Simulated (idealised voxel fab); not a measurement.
You're looking at the process module voxel fin reveal.
The figure presents cross-section cut, which has a width of 195 nm and is divided into square cells with an edge length of 5 nm.
Each cross-section below is a grid of square cells, stated as bands in top-down order, with one or more rows of cells making up each band. In this notation a band is specified by the heights of its top and bottom, in that order and in nm, after which its materials appear from left to right, each paired with its width in nm. The word "all across" attached to a single material means that material fills the band from edge to edge; the word "blank" stands for empty space. We count height from 0. Below that, the starting wafer is all one material. The lowest band never ends at the bottom but goes on down; see "0 nm and below" for how that is written. A width such as "30 to 40" changes by the same amount from each row of cells to the next, from the band's top row to its bottom row. Basically "no change" means that step didn't change any cell in the cross-section. Empty spaces without an open route to the top, at least 8 cells in extent, make up the entry "Tabulated closed voids"; each is given as width x height at distance, where the distance is measured from the left edge, and all are in nm. Read whatever lies past the settings on a step's line as the simulator's own remark about the step. "overlay nm" on a masked step: distance the mask lay right of its planned place, negative for left.

# The planned process steps are enumerated hereunder
1. RECEIVE,material Si
2. CONFORMAL_DEP,material SiN,thk nm 5
3. PATTERN,tone cover,mask id FINS,material resist,width nm 15,pitch nm 35,thk nm 20,overlay nm 0
4. DIRECTIONAL_ETCH,etch materials SiN,depth nm 5
5. DIRECTIONAL_ETCH,etch materials Si,depth nm 40
6. STRIP,etch materials resist
7. FILL_DEP,material SiO2,thk nm 10
8. CMP,height nm 5
9. SELECTIVE_ETCH,etch materials SiO2,depth nm 30
10. STRIP,etch materials SiN
11. CONFORMAL_DEP,material SiO2,thk nm 5

# Cross-section of the wafer as it came to us, i.e., already through step 1
0 nm and below  Si all across
Tabulated closed voids: none

# Look at the cross-section after the module: the wafer started out the way shown above and the plan was the one shown above, yet one mistake was made along the way
5 nm to 0 nm  75 of SiO2; 5 of blank; 30 of SiO2; 5 of blank; 80 of SiO2
0 nm to -20 nm  70 of Si; 5 of SiO2; 5 of blank; 5 of SiO2; 20 of Si; 5 of SiO2; 5 of blank; 5 of SiO2; 75 of Si
-20 nm to -40 nm  70 of Si; 15 of SiO2; 20 of Si; 15 of SiO2; 75 of Si
-40 nm and below  Si all across
Tabulated closed voids: none
Run error: step 3 did not use the planned setting and instead ran as PATTERN,tone open,mask id FINS,material resist,width nm 15,pitch nm 35,thk nm 20,overlay nm 0
